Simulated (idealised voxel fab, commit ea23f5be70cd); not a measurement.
Documented hereafter: the process module known as voxel transistor to metal.
Cross-section cut: width 270 nm, square cells of 5 nm.
Bands, listed from the top down, are how a cross-section gets written in this document; the cross-section itself is a grid of square cells, and a band is one or more rows of them. In this notation a band is specified by the heights of its top and bottom, in that order and in nm, after which its materials appear from left to right, each paired with its width in nm. The word "everywhere" attached to a single material means that material fills the band from edge to edge; the word "blank" stands for empty space. It should be noted that heights are counted from 0, beneath which the wafer as supplied is of one material throughout, and that the lowest band possesses no lower boundary but continues downward, as written in "z 0 and below". Top row gets the first number, bottom row gets the second, and each row in between changes by the same step: that is how a band width like "30 to 40" works. Any step labelled "no change" changed none of the cells in the cross-section. Enclosed voids (no open way to top), threshold 8 cells or more, entry "Enclosed void list", notation width x height at distance, distance from left edge, nm. On a step's line, text after the settings is the simulator commenting on that step. overlay nm: where the mask lay relative to plan, measured to the right, on steps with a mask; negatives go left.
INTENDED PROCESS STEPS
1. RECEIVE | material Si
2. CONFORMAL_DEP | material SiO2 | thk nm 5
3. CONFORMAL_DEP | material SiN | thk nm 10
4. PATTERN | tone cover | mask id ACTIVE | material resist | width nm 95 | pitch nm 125 | thk nm 15 | overlay nm 0
5. DIRECTIONAL_ETCH | etch materials SiN | depth nm 10
6. DIRECTIONAL_ETCH | etch materials SiO2 | depth nm 5
7. DIRECTIONAL_ETCH | etch materials Si | depth nm 20
8. STRIP | etch materials resist
9. FILL_DEP | material SiO2 | thk nm 15
10. CMP | height nm 15
11. SELECTIVE_ETCH | etch materials SiO2 | depth nm 5
12. STRIP | etch materials SiN
13. SELECTIVE_ETCH | etch materials SiO2 | depth nm 5
14. OXIDIZE | depth nm 5
15. DIRECTIONAL_DEP | material polySi | thk nm 25
16. DIRECTIONAL_DEP | material SiCN | thk nm 15
17. PATTERN | tone cover | mask id GATE | material resist | width nm 25 | pitch nm 125 | thk nm 20 | overlay nm 0
18. DIRECTIONAL_ETCH | etch materials SiCN | depth nm 25
19. DIRECTIONAL_ETCH | etch materials polySi | depth nm 35
20. STRIP | etch materials resist
21. CONFORMAL_DEP | material SiO2 | thk nm 5
22. DIRECTIONAL_ETCH | etch materials SiO2 | depth nm 5
23. CONFORMAL_DEP | material SiN | thk nm 5
24. DIRECTIONAL_ETCH | etch materials SiN | depth nm 5
25. DIRECTIONAL_ETCH | etch materials SiO2 | depth nm 5
26. DIRECTIONAL_ETCH | etch materials Si | depth nm 10
27. EPI | material nSi | thk nm 10
28. FILL_DEP | material SiO2 | thk nm 10
29. CMP | height nm 40
30. DIRECTIONAL_DEP | material SiO2 | thk nm 15
31. DIRECTIONAL_DEP | material aC | thk nm 10
32. PATTERN | tone open | mask id CONTACT | material resist | width nm 15 | thk nm 30 | overlay nm 0
33. DIRECTIONAL_ETCH | etch materials aC | depth nm 10
34. STRIP | etch materials resist
35. DIRECTIONAL_ETCH | etch materials SiO2 | depth nm 50
36. STRIP | etch materials aC
37. CONFORMAL_DEP | material TiN | thk nm 5
38. FILL_DEP | material W | thk nm 10
39. CMP | height nm 55
40. CONFORMAL_DEP | material SiCN | thk nm 5
41. DIRECTIONAL_DEP | material SiO2 | thk nm 20
42. DIRECTIONAL_DEP | material aC | thk nm 15
43. PATTERN | tone open | mask id METAL_1 | material resist | width nm 15 | thk nm 30 | overlay nm 0
44. DIRECTIONAL_ETCH | etch materials aC | depth nm 15
45. STRIP | etch materials resist
46. DIRECTIONAL_ETCH | etch materials SiO2 | depth nm 20
47. DIRECTIONAL_ETCH | etch materials SiCN | depth nm 5
48. STRIP | etch materials aC
49. CONFORMAL_DEP | material TiN | thk nm 5
50. FILL_DEP | material Cu | thk nm 5
51. CMP | height nm 80
52. EPI | material Ru | thk nm 5
53. FILL_DEP | material SiCN | thk nm 5
CROSS-SECTION OF THE INCOMING WAFER, STATE AFTER STEP 1
* z 0 and below  Si everywhere
* Enclosed void list: none
AS-PLANNED RUN: CROSS-SECTION OF THE FIRST OF TWO WAFERS AT END OF MODULE
* z 90 to 85  SiCN everywhere
* z 85 to 80  25 SiCN, 25 Ru, 45 SiCN, 25 Ru, 30 SiCN, 25 Ru, 45 SiCN, 25 Ru, 25 SiCN
* z 80 to 60  30 SiO2, 5 TiN, 5 Cu, 5 TiN, 55 SiO2, 5 TiN, 5 Cu, 5 TiN, 40 SiO2, 5 TiN, 5 Cu, 5 TiN, 55 SiO2, 5 TiN, 5 Cu, 5 TiN, 30 SiO2
* z 60 to 55  30 SiCN, 15 TiN, 55 SiCN, 15 TiN, 40 SiCN, 15 TiN, 55 SiCN, 15 TiN, 30 SiCN
* z 55 to 40  30 SiO2, 5 TiN, 5 W, 5 TiN, 55 SiO2, 5 TiN, 5 W, 5 TiN, 40 SiO2, 5 TiN, 5 W, 5 TiN, 55 SiO2, 5 TiN, 5 W, 5 TiN, 30 SiO2
* z 40 to 25  30 SiO2, 5 TiN, 5 W, 5 TiN, 5 SiO2, 5 SiN, 5 SiO2, 25 SiCN, 5 SiO2, 5 SiN, 5 SiO2, 5 TiN, 5 W, 5 TiN, 40 SiO2, 5 TiN, 5 W, 5 TiN, 5 SiO2, 5 SiN, 5 SiO2, 25 SiCN, 5 SiO2, 5 SiN, 5 SiO2, 5 TiN, 5 W, 5 TiN, 30 SiO2
* z 25 to 10  30 SiO2, 5 TiN, 5 W, 5 TiN, 5 SiO2, 5 SiN, 5 SiO2, 25 polySi, 5 SiO2, 5 SiN, 5 SiO2, 5 TiN, 5 W, 5 TiN, 40 SiO2, 5 TiN, 5 W, 5 TiN, 5 SiO2, 5 SiN, 5 SiO2, 25 polySi, 5 SiO2, 5 SiN, 5 SiO2, 5 TiN, 5 W, 5 TiN, 30 SiO2
* z 10 to 5  30 SiO2, 15 TiN, 5 SiO2, 5 SiN, 5 SiO2, 25 polySi, 5 SiO2, 5 SiN, 5 SiO2, 15 TiN, 40 SiO2, 15 TiN, 5 SiO2, 5 SiN, 5 SiO2, 25 polySi, 5 SiO2, 5 SiN, 5 SiO2, 15 TiN, 30 SiO2
* z 5 to 0  25 SiO2, 5 SiN, 20 nSi, 5 SiN, 5 SiO2, 25 polySi, 5 SiO2, 5 SiN, 20 nSi, 5 SiN, 30 SiO2, 5 SiN, 20 nSi, 5 SiN, 5 SiO2, 25 polySi, 5 SiO2, 5 SiN, 20 nSi, 5 SiN, 25 SiO2
* z 0 to -5  30 SiO2, 20 nSi, 45 SiO2, 20 nSi, 40 SiO2, 20 nSi, 45 SiO2, 20 nSi, 30 SiO2
* z -5 to -15  25 SiO2, 5 Si, 20 nSi, 45 Si, 20 nSi, 5 Si, 30 SiO2, 5 Si, 20 nSi, 45 Si, 20 nSi, 5 Si, 25 SiO2
* z -15 to -20  25 SiO2, 95 Si, 30 SiO2, 95 Si, 25 SiO2
* z -20 and below  Si everywhere
* Enclosed void list: none
NOW THE SECOND WAFER, CROSS-SECTIONED AT THE END OF THE MODULE. NOTHING DIFFERENT AT THE START, NOTHING DIFFERENT IN THE PLAN COMPARED WITH THE FIRST, JUST ONE MISTAKE WHEN IT WAS ACTUALLY RUN
* z 90 to 85  SiCN everywhere
* z 85 to 80  25 SiCN, 25 Ru, 45 SiCN, 25 Ru, 30 SiCN, 25 Ru, 45 SiCN, 25 Ru, 25 SiCN
* z 80 to 60  30 SiO2, 5 TiN, 5 Cu, 5 TiN, 55 SiO2, 5 TiN, 5 Cu, 5 TiN, 40 SiO2, 5 TiN, 5 Cu, 5 TiN, 55 SiO2, 5 TiN, 5 Cu, 5 TiN, 30 SiO2
* z 60 to 55  30 SiCN, 15 TiN, 55 SiCN, 15 TiN, 40 SiCN, 15 TiN, 55 SiCN, 15 TiN, 30 SiCN
* z 55 to 40  30 SiO2, 5 TiN, 5 W, 5 TiN, 55 SiO2, 5 TiN, 5 W, 5 TiN, 40 SiO2, 5 TiN, 5 W, 5 TiN, 55 SiO2, 5 TiN, 5 W, 5 TiN, 30 SiO2
* z 40 to 25  30 SiO2, 5 TiN, 5 W, 5 TiN, 5 SiO2, 5 SiN, 5 SiO2, 25 SiCN, 5 SiO2, 5 SiN, 5 SiO2, 5 TiN, 5 W, 5 TiN, 40 SiO2, 5 TiN, 5 W, 5 TiN, 5 SiO2, 5 SiN, 5 SiO2, 25 SiCN, 5 SiO2, 5 SiN, 5 SiO2, 5 TiN, 5 W, 5 TiN, 30 SiO2
* z 25 to 20  30 SiO2, 15 TiN, 5 SiO2, 5 SiN, 5 SiO2, 25 polySi, 5 SiO2, 5 SiN, 5 SiO2, 15 TiN, 40 SiO2, 15 TiN, 5 SiO2, 5 SiN, 5 SiO2, 25 polySi, 5 SiO2, 5 SiN, 5 SiO2, 15 TiN, 30 SiO2
* z 20 to 5  50 SiO2, 5 SiN, 5 SiO2, 25 polySi, 5 SiO2, 5 SiN, 80 SiO2, 5 SiN, 5 SiO2, 25 polySi, 5 SiO2, 5 SiN, 50 SiO2
* z 5 to 0  25 SiO2, 5 SiN, 20 nSi, 5 SiN, 5 SiO2, 25 polySi, 5 SiO2, 5 SiN, 20 nSi, 5 SiN, 30 SiO2, 5 SiN, 20 nSi, 5 SiN, 5 SiO2, 25 polySi, 5 SiO2, 5 SiN, 20 nSi, 5 SiN, 25 SiO2
* z 0 to -5  30 SiO2, 20 nSi, 45 SiO2, 20 nSi, 40 SiO2, 20 nSi, 45 SiO2, 20 nSi, 30 SiO2
* z -5 to -15  25 SiO2, 5 Si, 20 nSi, 45 Si, 20 nSi, 5 Si, 30 SiO2, 5 Si, 20 nSi, 45 Si, 20 nSi, 5 Si, 25 SiO2
* z -15 to -20  25 SiO2, 95 Si, 30 SiO2, 95 Si, 25 SiO2
* z -20 and below  Si everywhere
* Enclosed void list: none
Plan not followed: the plan had its step 30 run twice
Upon completion, the second wafer contains, in terms of cells, a greater or smaller amount of certain materials than the first wafer: 36 more of SiO2; 24 fewer of TiN; 12 fewer of W
